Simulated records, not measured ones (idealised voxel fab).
The process module that follows is named voxel self aligned vias.
Displayed cross-section: cut, width of 220 nm, square cells sized 5 nm.
In this document a cross-section is written as a grid of square cells. It is given as a series of bands, listed from the top down, and a band is one or more rows of cells.
A band entry consists of two parts. The first gives the height of the band's top and the height of its bottom, in nm. The rest lists the band's materials from left to right, each with its width in nm. A single material labelled with the word "everywhere" fills the band from edge to edge, and the word "blank" marks empty space.
For the purposes of this specification, 0 denotes the height below which the wafer in its as-received condition is composed wholly of one material, and the lowermost band, lacking a lower limit, extends downward without end, as expressed in "0..down".
Graded width ("30 to 40"): value in top row of band = first number; value in bottom row = second number; row-to-row change constant.
Key: "no change occurred" - step with no changed cell in the cross-section.
What "Entrapped void list" gives you is every empty space of 8 cells or more that is cut off from the top. Each appears as width x height at distance, with the distance taken from the left edge and width, height and distance all in nm.
Heads up: the bit after the settings on a step's line is the simulator's remark on that step.
Steps that use a mask can have "overlay nm" on their line. It says how far the mask sat to the right of where it was meant to be. Negative means to the left.
PROCESS STEPS - PLAN
1,op RECEIVE | material Si
2,op CONFORMAL_DEP | material SiO2 | thk nm 10
3,op CONFORMAL_DEP | material SiCN | thk nm 5
4,op DIRECTIONAL_DEP | material lowk | thk nm 20
5,op PATTERN | tone open | mask id LINES | material resist | width nm 25 | pitch nm 70 | thk nm 15 | overlay nm 0
6,op DIRECTIONAL_ETCH | etch materials lowk | depth nm 20
7,op STRIP | etch materials resist
8,op CONFORMAL_DEP | material TiN | thk nm 5
9,op FILL_DEP | material W | thk nm 5
10,op CMP | height nm 35
11,op SELECTIVE_ETCH | etch materials W Ru TiN | depth nm 5
12,op FILL_DEP | material SiN | thk nm 5
13,op CMP | height nm 35
14,op DIRECTIONAL_DEP | material lowk | thk nm 20
15,op PATTERN | tone open | mask id VIAS | material resist | width nm 45 | thk nm 20 | overlay nm 0
16,op DIRECTIONAL_ETCH | etch materials lowk | depth nm 20
17,op DIRECTIONAL_ETCH | etch materials SiN | depth nm 5
18,op STRIP | etch materials resist
19,op CONFORMAL_DEP | material TiN | thk nm 5
20,op FILL_DEP | material W | thk nm 5
21,op CMP | height nm 55
22,op CONFORMAL_DEP | material SiCN | thk nm 5
FIRST OF THE TWO WAFERS, RUN PER PLAN
INCOMING WAFER IN CROSS-SECTION (STATE: AFTER STEP 1)
  0..down | Si everywhere
  Entrapped void list: none
WAFER SECTION VIEW AFTER PROCESSING STEP 2
  10..0 | SiO2 everywhere
  Whatever lies below 0 is exactly as it was before.
WAFER SECTION VIEW AFTER PROCESSING STEP 3
  15..10 | SiCN everywhere
  Whatever lies below 10 is exactly as it was before.
WAFER SECTION VIEW AFTER PROCESSING STEP 4
  35..15 | lowk everywhere
  Whatever lies below 15 is exactly as it was before.
WAFER SECTION VIEW AFTER PROCESSING STEP 5
  50..35 | 60 nm resist; 25 nm blank; 45 nm resist; 25 nm blank; 65 nm resist
  Whatever lies below 35 is exactly as it was before.
WAFER SECTION VIEW AFTER PROCESSING STEP 6
  50..35 | 60 nm resist; 25 nm blank; 45 nm resist; 25 nm blank; 65 nm resist
  35..15 | 60 nm lowk; 25 nm blank; 45 nm lowk; 25 nm blank; 65 nm lowk
  Whatever lies below 15 is exactly as it was before.
WAFER SECTION VIEW AFTER PROCESSING STEP 7
  35..15 | 60 nm lowk; 25 nm blank; 45 nm lowk; 25 nm blank; 65 nm lowk
  Whatever lies below 15 is exactly as it was before.
WAFER SECTION VIEW AFTER PROCESSING STEP 8
  40..35 | 65 nm TiN; 15 nm blank; 55 nm TiN; 15 nm blank; 70 nm TiN
  35..20 | 60 nm lowk; 5 nm TiN; 15 nm blank; 5 nm TiN; 45 nm lowk; 5 nm TiN; 15 nm blank; 5 nm TiN; 65 nm lowk
  20..15 | 60 nm lowk; 25 nm TiN; 45 nm lowk; 25 nm TiN; 65 nm lowk
  Whatever lies below 15 is exactly as it was before.
WAFER SECTION VIEW AFTER PROCESSING STEP 9
  45..40 | W everywhere
  40..35 | 65 nm TiN; 15 nm W; 55 nm TiN; 15 nm W; 70 nm TiN
  35..20 | 60 nm lowk; 5 nm TiN; 15 nm W; 5 nm TiN; 45 nm lowk; 5 nm TiN; 15 nm W; 5 nm TiN; 65 nm lowk
  Whatever lies below 20 is exactly as it was before.
WAFER SECTION VIEW AFTER PROCESSING STEP 10
  35..20 | 60 nm lowk; 5 nm TiN; 15 nm W; 5 nm TiN; 45 nm lowk; 5 nm TiN; 15 nm W; 5 nm TiN; 65 nm lowk
  Whatever lies below 20 is exactly as it was before.
WAFER SECTION VIEW AFTER PROCESSING STEP 11
  35..30 | 60 nm lowk; 25 nm blank; 45 nm lowk; 25 nm blank; 65 nm lowk
  Whatever lies below 30 is exactly as it was before.
WAFER SECTION VIEW AFTER PROCESSING STEP 12
  40..35 | SiN everywhere
  35..30 | 60 nm lowk; 25 nm SiN; 45 nm lowk; 25 nm SiN; 65 nm lowk
  Whatever lies below 30 is exactly as it was before.
WAFER SECTION VIEW AFTER PROCESSING STEP 13
  35..30 | 60 nm lowk; 25 nm SiN; 45 nm lowk; 25 nm SiN; 65 nm lowk
  Whatever lies below 30 is exactly as it was before.
WAFER SECTION VIEW AFTER PROCESSING STEP 14
  55..35 | lowk everywhere
  Whatever lies below 35 is exactly as it was before.
WAFER SECTION VIEW AFTER PROCESSING STEP 15
  75..55 | 50 nm resist; 45 nm blank; 125 nm resist
  Whatever lies below 55 is exactly as it was before.
WAFER SECTION VIEW AFTER PROCESSING STEP 16
  75..55 | 50 nm resist; 45 nm blank; 125 nm resist
  55..35 | 50 nm lowk; 45 nm blank; 125 nm lowk
  Whatever lies below 35 is exactly as it was before.
WAFER SECTION VIEW AFTER PROCESSING STEP 17
  75..55 | 50 nm resist; 45 nm blank; 125 nm resist
  55..35 | 50 nm lowk; 45 nm blank; 125 nm lowk
  35..30 | 60 nm lowk; 25 nm blank; 45 nm lowk; 25 nm SiN; 65 nm lowk
  Whatever lies below 30 is exactly as it was before.
WAFER SECTION VIEW AFTER PROCESSING STEP 18
  55..35 | 50 nm lowk; 45 nm blank; 125 nm lowk
  Whatever lies below 35 is exactly as it was before.
WAFER SECTION VIEW AFTER PROCESSING STEP 19
  60..55 | 55 nm TiN; 35 nm blank; 130 nm TiN
  55..40 | 50 nm lowk; 5 nm TiN; 35 nm blank; 5 nm TiN; 125 nm lowk
  40..35 | 50 nm lowk; 15 nm TiN; 15 nm blank; 15 nm TiN; 125 nm lowk
  35..30 | 60 nm lowk; 25 nm TiN; 45 nm lowk; 25 nm SiN; 65 nm lowk
  Whatever lies below 30 is exactly as it was before.
WAFER SECTION VIEW AFTER PROCESSING STEP 20
  65..60 | W everywhere
  60..55 | 55 nm TiN; 35 nm W; 130 nm TiN
  55..40 | 50 nm lowk; 5 nm TiN; 35 nm W; 5 nm TiN; 125 nm lowk
  40..35 | 50 nm lowk; 15 nm TiN; 15 nm W; 15 nm TiN; 125 nm lowk
  Whatever lies below 35 is exactly as it was before.
WAFER SECTION VIEW AFTER PROCESSING STEP 21
  55..40 | 50 nm lowk; 5 nm TiN; 35 nm W; 5 nm TiN; 125 nm lowk
  Whatever lies below 40 is exactly as it was before.
WAFER SECTION VIEW AFTER PROCESSING STEP 22
  60..55 | SiCN everywhere
  Whatever lies below 55 is exactly as it was before.
SECOND WAFER, SAME STARTING STATE AND PLAN AS THE FIRST, ONE MISTAKE IN THE RUN, IDENTICAL THROUGH STEP 1
Here is the second wafer in cross-section at the point where step 2 of the plan should have been done: no change occurred
HERE IS THE SECOND WAFER IN CROSS-SECTION AT THE POINT WHERE STEP 3 OF THE PLAN SHOULD HAVE BEEN DONE
  5..0 | SiCN everywhere
  Whatever lies below 0 is exactly as it was before.
HERE IS THE SECOND WAFER IN CROSS-SECTION AT THE POINT WHERE STEP 4 OF THE PLAN SHOULD HAVE BEEN DONE
  25..5 | lowk everywhere
  Whatever lies below 5 is exactly as it was before.
HERE IS THE SECOND WAFER IN CROSS-SECTION AT THE POINT WHERE STEP 5 OF THE PLAN SHOULD HAVE BEEN DONE
  40..25 | 60 nm resist; 25 nm blank; 45 nm resist; 25 nm blank; 65 nm resist
  Whatever lies below 25 is exactly as it was before.
HERE IS THE SECOND WAFER IN CROSS-SECTION AT THE POINT WHERE STEP 6 OF THE PLAN SHOULD HAVE BEEN DONE
  40..25 | 60 nm resist; 25 nm blank; 45 nm resist; 25 nm blank; 65 nm resist
  25..5 | 60 nm lowk; 25 nm blank; 45 nm lowk; 25 nm blank; 65 nm lowk
  Whatever lies below 5 is exactly as it was before.
HERE IS THE SECOND WAFER IN CROSS-SECTION AT THE POINT WHERE STEP 7 OF THE PLAN SHOULD HAVE BEEN DONE
  25..5 | 60 nm lowk; 25 nm blank; 45 nm lowk; 25 nm blank; 65 nm lowk
  Whatever lies below 5 is exactly as it was before.
HERE IS THE SECOND WAFER IN CROSS-SECTION AT THE POINT WHERE STEP 8 OF THE PLAN SHOULD HAVE BEEN DONE
  30..25 | 65 nm TiN; 15 nm blank; 55 nm TiN; 15 nm blank; 70 nm TiN
  25..10 | 60 nm lowk; 5 nm TiN; 15 nm blank; 5 nm TiN; 45 nm lowk; 5 nm TiN; 15 nm blank; 5 nm TiN; 65 nm lowk
  10..5 | 60 nm lowk; 25 nm TiN; 45 nm lowk; 25 nm TiN; 65 nm lowk
  Whatever lies below 5 is exactly as it was before.
HERE IS THE SECOND WAFER IN CROSS-SECTION AT THE POINT WHERE STEP 9 OF THE PLAN SHOULD HAVE BEEN DONE
  35..30 | W everywhere
  30..25 | 65 nm TiN; 15 nm W; 55 nm TiN; 15 nm W; 70 nm TiN
  25..10 | 60 nm lowk; 5 nm TiN; 15 nm W; 5 nm TiN; 45 nm lowk; 5 nm TiN; 15 nm W; 5 nm TiN; 65 nm lowk
  Whatever lies below 10 is exactly as it was before.
Here is the second wafer in cross-section at the point where step 10 of the plan should have been done: no change occurred
HERE IS THE SECOND WAFER IN CROSS-SECTION AT THE POINT WHERE STEP 11 OF THE PLAN SHOULD HAVE BEEN DONE
  30..25 | 65 nm TiN; 15 nm W; 55 nm TiN; 15 nm W; 70 nm TiN
  Whatever lies below 25 is exactly as it was before.
HERE IS THE SECOND WAFER IN CROSS-SECTION AT THE POINT WHERE STEP 12 OF THE PLAN SHOULD HAVE BEEN DONE
  35..30 | SiN everywhere
  Whatever lies below 30 is exactly as it was before.
Here is the second wafer in cross-section at the point where step 13 of the plan should have been done: no change occurred
HERE IS THE SECOND WAFER IN CROSS-SECTION AT THE POINT WHERE STEP 14 OF THE PLAN SHOULD HAVE BEEN DONE
  55..35 | lowk everywhere
  Whatever lies below 35 is exactly as it was before.
HERE IS THE SECOND WAFER IN CROSS-SECTION AT THE POINT WHERE STEP 15 OF THE PLAN SHOULD HAVE BEEN DONE
  75..55 | 50 nm resist; 45 nm blank; 125 nm resist
  Whatever lies below 55 is exactly as it was before.
HERE IS THE SECOND WAFER IN CROSS-SECTION AT THE POINT WHERE STEP 16 OF THE PLAN SHOULD HAVE BEEN DONE
  75..55 | 50 nm resist; 45 nm blank; 125 nm resist
  55..35 | 50 nm lowk; 45 nm blank; 125 nm lowk
  Whatever lies below 35 is exactly as it was before.
HERE IS THE SECOND WAFER IN CROSS-SECTION AT THE POINT WHERE STEP 17 OF THE PLAN SHOULD HAVE BEEN DONE
  75..55 | 50 nm resist; 45 nm blank; 125 nm resist
  55..35 | 50 nm lowk; 45 nm blank; 125 nm lowk
  35..30 | 50 nm SiN; 45 nm blank; 125 nm SiN
  Whatever lies below 30 is exactly as it was before.
HERE IS THE SECOND WAFER IN CROSS-SECTION AT THE POINT WHERE STEP 18 OF THE PLAN SHOULD HAVE BEEN DONE
  55..35 | 50 nm lowk; 45 nm blank; 125 nm lowk
  Whatever lies below 35 is exactly as it was before.
HERE IS THE SECOND WAFER IN CROSS-SECTION AT THE POINT WHERE STEP 19 OF THE PLAN SHOULD HAVE BEEN DONE
  60..55 | 55 nm TiN; 35 nm blank; 130 nm TiN
  55..35 | 50 nm lowk; 5 nm TiN; 35 nm blank; 5 nm TiN; 125 nm lowk
  35..30 | 50 nm SiN; 45 nm TiN; 125 nm SiN
  Whatever lies below 30 is exactly as it was before.
HERE IS THE SECOND WAFER IN CROSS-SECTION AT THE POINT WHERE STEP 20 OF THE PLAN SHOULD HAVE BEEN DONE
  65..60 | W everywhere
  60..55 | 55 nm TiN; 35 nm W; 130 nm TiN
  55..35 | 50 nm lowk; 5 nm TiN; 35 nm W; 5 nm TiN; 125 nm lowk
  Whatever lies below 35 is exactly as it was before.
HERE IS THE SECOND WAFER IN CROSS-SECTION AT THE POINT WHERE STEP 21 OF THE PLAN SHOULD HAVE BEEN DONE
  55..35 | 50 nm lowk; 5 nm TiN; 35 nm W; 5 nm TiN; 125 nm lowk
  Whatever lies below 35 is exactly as it was before.
HERE IS THE SECOND WAFER IN CROSS-SECTION AT THE POINT WHERE STEP 22 OF THE PLAN SHOULD HAVE BEEN DONE
  60..55 | SiCN everywhere
  Whatever lies below 55 is exactly as it was before.
Which mistake was made when the wafer was run? the run left out plan step 2 entirely, so it was never executed
Heads up, by the end the second wafer has more or fewer cells of some materials compared to the first: SiN: 30 more; SiO2: 88 fewer; TiN: 42 more; W: 16 more
